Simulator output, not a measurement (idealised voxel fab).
Herein follows the process module entitled voxel self aligned vias.
The cross-section shown here is cut; it is 255 nm wide and divided into square cells measuring 5 nm on a side.
Bands, listed from the top down, are how a cross-section gets written in this document; the cross-section itself is a grid of square cells, and a band is one or more rows of them.
First you get the band's top height and its bottom height, in nm, and then the materials it's made of, left to right, with each width in nm. If you see a single material with "throughout", that one covers the band edge to edge. "air" is empty space.
Below 0: as-received wafer, all one material; heights counted from there. Lowest band: no bottom, goes on down, written "0..down".
With a width like "30..40", each row of cells in the band differs from the next by the same amount, the top row carrying the first number and the bottom row the second.
For the purposes of this document, the phrase "identical to before" attached to a step denotes that no cell within the cross-section was modified by that step.
Closed empty spaces (no open way to the top) of 8 cells or more are what "Fully sealed voids" lists, each as width x height at distance from the left edge, nm for all three.
Past the settings on a step's line: simulator remark, on that step.
You can add "overlay nm" to a step's line. For a step with a mask, it describes how far the mask lay to the right of its planned position, and a negative number describes a lay to the left.
Below is the list of planned process steps:
1: RECEIVE | material Si
2: CONFORMAL_DEP | material SiO2 | thk nm 15
3: CONFORMAL_DEP | material SiCN | thk nm 5
4: DIRECTIONAL_DEP | material SiO2 | thk nm 30
5: MASKED_ETCH | tone open | mask id LINES | width nm 25 | pitch nm 65 | etch materials SiO2 | depth nm 30 | overlay nm 0
6: CONFORMAL_DEP | material TiN | thk nm 5
7: FILL_DEP | material W | thk nm 5
8: CMP | height nm 50
9: SELECTIVE_ETCH | etch materials W Ru TiN | depth nm 5
10: FILL_DEP | material SiN | thk nm 10
11: CMP | height nm 50
12: DIRECTIONAL_DEP | material SiO2 | thk nm 20
13: MASKED_ETCH | tone open | mask id VIAS | width nm 45 | pitch nm 65 | etch materials SiO2 | depth nm 20 | overlay nm 0
14: MASKED_ETCH | tone open | mask id VIAS | width nm 45 | pitch nm 65 | etch materials SiN | depth nm 5 | overlay nm 0
15: CONFORMAL_DEP | material TiN | thk nm 5
16: FILL_DEP | material Cu | thk nm 5
17: CMP | height nm 70
18: CONFORMAL_DEP | material SiCN | thk nm 5
First wafer out of two, processed as planned:
Wafer cross-section on receipt, i.e. after step 1:
  0..down: Si throughout
  Fully sealed voids: none
Once step 2 is through, the wafer looks like this in cross-section:
  15..0: SiO2 throughout
  Under the height 0 nothing was changed.
Once step 3 is through, the wafer looks like this in cross-section:
  20..15: SiCN throughout
  Under the height 15 nothing was changed.
Once step 4 is through, the wafer looks like this in cross-section:
  50..20: SiO2 throughout
  Under the height 20 nothing was changed.
Once step 5 is through, the wafer looks like this in cross-section:
  50..20: SiO2 50, then air 25, then SiO2 40, then air 25, then SiO2 40, then air 25, then SiO2 50
  Under the height 20 nothing was changed.
Once step 6 is through, the wafer looks like this in cross-section:
  55..50: TiN 55, then air 15, then TiN 50, then air 15, then TiN 50, then air 15, then TiN 55
  50..25: SiO2 50, then TiN 5, then air 15, then TiN 5, then SiO2 40, then TiN 5, then air 15, then TiN 5, then SiO2 40, then TiN 5, then air 15, then TiN 5, then SiO2 50
  25..20: SiO2 50, then TiN 25, then SiO2 40, then TiN 25, then SiO2 40, then TiN 25, then SiO2 50
  Under the height 20 nothing was changed.
Once step 7 is through, the wafer looks like this in cross-section:
  60..55: W throughout
  55..50: TiN 55, then W 15, then TiN 50, then W 15, then TiN 50, then W 15, then TiN 55
  50..25: SiO2 50, then TiN 5, then W 15, then TiN 5, then SiO2 40, then TiN 5, then W 15, then TiN 5, then SiO2 40, then TiN 5, then W 15, then TiN 5, then SiO2 50
  Under the height 25 nothing was changed.
Once step 8 is through, the wafer looks like this in cross-section:
  50..25: SiO2 50, then TiN 5, then W 15, then TiN 5, then SiO2 40, then TiN 5, then W 15, then TiN 5, then SiO2 40, then TiN 5, then W 15, then TiN 5, then SiO2 50
  Under the height 25 nothing was changed.
Once step 9 is through, the wafer looks like this in cross-section:
  50..45: SiO2 50, then air 25, then SiO2 40, then air 25, then SiO2 40, then air 25, then SiO2 50
  Under the height 45 nothing was changed.
Once step 10 is through, the wafer looks like this in cross-section:
  60..50: SiN throughout
  50..45: SiO2 50, then SiN 25, then SiO2 40, then SiN 25, then SiO2 40, then SiN 25, then SiO2 50
  Under the height 45 nothing was changed.
Once step 11 is through, the wafer looks like this in cross-section:
  50..45: SiO2 50, then SiN 25, then SiO2 40, then SiN 25, then SiO2 40, then SiN 25, then SiO2 50
  Under the height 45 nothing was changed.
Once step 12 is through, the wafer looks like this in cross-section:
  70..50: SiO2 throughout
  Under the height 50 nothing was changed.
Once step 13 is through, the wafer looks like this in cross-section:
  70..50: SiO2 40, then air 45, then SiO2 20, then air 45, then SiO2 20, then air 45, then SiO2 40
  Under the height 50 nothing was changed.
Once step 14 is through, the wafer looks like this in cross-section:
  70..50: SiO2 40, then air 45, then SiO2 20, then air 45, then SiO2 20, then air 45, then SiO2 40
  50..45: SiO2 50, then air 25, then SiO2 40, then air 25, then SiO2 40, then air 25, then SiO2 50
  Under the height 45 nothing was changed.
Once step 15 is through, the wafer looks like this in cross-section:
  75..70: TiN 45, then air 35, then TiN 30, then air 35, then TiN 30, then air 35, then TiN 45
  70..55: SiO2 40, then TiN 5, then air 35, then TiN 5, then SiO2 20, then TiN 5, then air 35, then TiN 5, then SiO2 20, then TiN 5, then air 35, then TiN 5, then SiO2 40
  55..50: SiO2 40, then TiN 15, then air 15, then TiN 15, then SiO2 20, then TiN 15, then air 15, then TiN 15, then SiO2 20, then TiN 15, then air 15, then TiN 15, then SiO2 40
  50..45: SiO2 50, then TiN 25, then SiO2 40, then TiN 25, then SiO2 40, then TiN 25, then SiO2 50
  Under the height 45 nothing was changed.
Once step 16 is through, the wafer looks like this in cross-section:
  80..75: Cu throughout
  75..70: TiN 45, then Cu 35, then TiN 30, then Cu 35, then TiN 30, then Cu 35, then TiN 45
  70..55: SiO2 40, then TiN 5, then Cu 35, then TiN 5, then SiO2 20, then TiN 5, then Cu 35, then TiN 5, then SiO2 20, then TiN 5, then Cu 35, then TiN 5, then SiO2 40
  55..50: SiO2 40, then TiN 15, then Cu 15, then TiN 15, then SiO2 20, then TiN 15, then Cu 15, then TiN 15, then SiO2 20, then TiN 15, then Cu 15, then TiN 15, then SiO2 40
  Under the height 50 nothing was changed.
Once step 17 is through, the wafer looks like this in cross-section:
  70..55: SiO2 40, then TiN 5, then Cu 35, then TiN 5, then SiO2 20, then TiN 5, then Cu 35, then TiN 5, then SiO2 20, then TiN 5, then Cu 35, then TiN 5, then SiO2 40
  Under the height 55 nothing was changed.
Once step 18 is through, the wafer looks like this in cross-section:
  75..70: SiCN throughout
  Under the height 70 nothing was changed.
Second wafer: same start and same plan as the first, one execution error; identical to the first through step 2:
X-section, second wafer, when step 3 was due to finish: identical to before
X-section, second wafer, when step 4 was due to finish:
  45..0: SiO2 throughout
  Under the height 0 nothing was changed.
X-section, second wafer, when step 5 was due to finish:
  45..15: SiO2 50, then air 25, then SiO2 40, then air 25, then SiO2 40, then air 25, then SiO2 50
  Under the height 15 nothing was changed.
X-section, second wafer, when step 6 was due to finish:
  50..45: TiN 55, then air 15, then TiN 50, then air 15, then TiN 50, then air 15, then TiN 55
  45..20: SiO2 50, then TiN 5, then air 15, then TiN 5, then SiO2 40, then TiN 5, then air 15, then TiN 5, then SiO2 40, then TiN 5, then air 15, then TiN 5, then SiO2 50
  20..15: SiO2 50, then TiN 25, then SiO2 40, then TiN 25, then SiO2 40, then TiN 25, then SiO2 50
  Under the height 15 nothing was changed.
X-section, second wafer, when step 7 was due to finish:
  55..50: W throughout
  50..45: TiN 55, then W 15, then TiN 50, then W 15, then TiN 50, then W 15, then TiN 55
  45..20: SiO2 50, then TiN 5, then W 15, then TiN 5, then SiO2 40, then TiN 5, then W 15, then TiN 5, then SiO2 40, then TiN 5, then W 15, then TiN 5, then SiO2 50
  Under the height 20 nothing was changed.
X-section, second wafer, when step 8 was due to finish:
  50..45: TiN 55, then W 15, then TiN 50, then W 15, then TiN 50, then W 15, then TiN 55
  Under the height 45 nothing was changed.
X-section, second wafer, when step 9 was due to finish:
  45..20: SiO2 50, then TiN 5, then W 15, then TiN 5, then SiO2 40, then TiN 5, then W 15, then TiN 5, then SiO2 40, then TiN 5, then W 15, then TiN 5, then SiO2 50
  Under the height 20 nothing was changed.
X-section, second wafer, when step 10 was due to finish:
  55..45: SiN throughout
  Under the height 45 nothing was changed.
X-section, second wafer, when step 11 was due to finish:
  50..45: SiN throughout
  Under the height 45 nothing was changed.
X-section, second wafer, when step 12 was due to finish:
  70..50: SiO2 throughout
  Under the height 50 nothing was changed.
X-section, second wafer, when step 13 was due to finish:
  70..50: SiO2 40, then air 45, then SiO2 20, then air 45, then SiO2 20, then air 45, then SiO2 40
  Under the height 50 nothing was changed.
X-section, second wafer, when step 14 was due to finish:
  70..50: SiO2 40, then air 45, then SiO2 20, then air 45, then SiO2 20, then air 45, then SiO2 40
  50..45: SiN 40, then air 45, then SiN 20, then air 45, then SiN 20, then air 45, then SiN 40
  Under the height 45 nothing was changed.
X-section, second wafer, when step 15 was due to finish:
  75..70: TiN 45, then air 35, then TiN 30, then air 35, then TiN 30, then air 35, then TiN 45
  70..50: SiO2 40, then TiN 5, then air 35, then TiN 5, then SiO2 20, then TiN 5, then air 35, then TiN 5, then SiO2 20, then TiN 5, then air 35, then TiN 5, then SiO2 40
  50..45: SiN 40, then TiN 45, then SiN 20, then TiN 45, then SiN 20, then TiN 45, then SiN 40
  Under the height 45 nothing was changed.
X-section, second wafer, when step 16 was due to finish:
  80..75: Cu throughout
  75..70: TiN 45, then Cu 35, then TiN 30, then Cu 35, then TiN 30, then Cu 35, then TiN 45
  70..50: SiO2 40, then TiN 5, then Cu 35, then TiN 5, then SiO2 20, then TiN 5, then Cu 35, then TiN 5, then SiO2 20, then TiN 5, then Cu 35, then TiN 5, then SiO2 40
  Under the height 50 nothing was changed.
X-section, second wafer, when step 17 was due to finish:
  70..50: SiO2 40, then TiN 5, then Cu 35, then TiN 5, then SiO2 20, then TiN 5, then Cu 35, then TiN 5, then SiO2 20, then TiN 5, then Cu 35, then TiN 5, then SiO2 40
  Under the height 50 nothing was changed.
X-section, second wafer, when step 18 was due to finish:
  75..70: SiCN throughout
  Under the height 70 nothing was changed.
The plan and the run diverged here: with respect to the plan, step 3 was omitted and not executed
Looking at both finished wafers in cells, the second ends up ahead of or behind the first on some materials: +12 Cu; -51 SiCN; +24 SiN; +6 TiN; +9 W
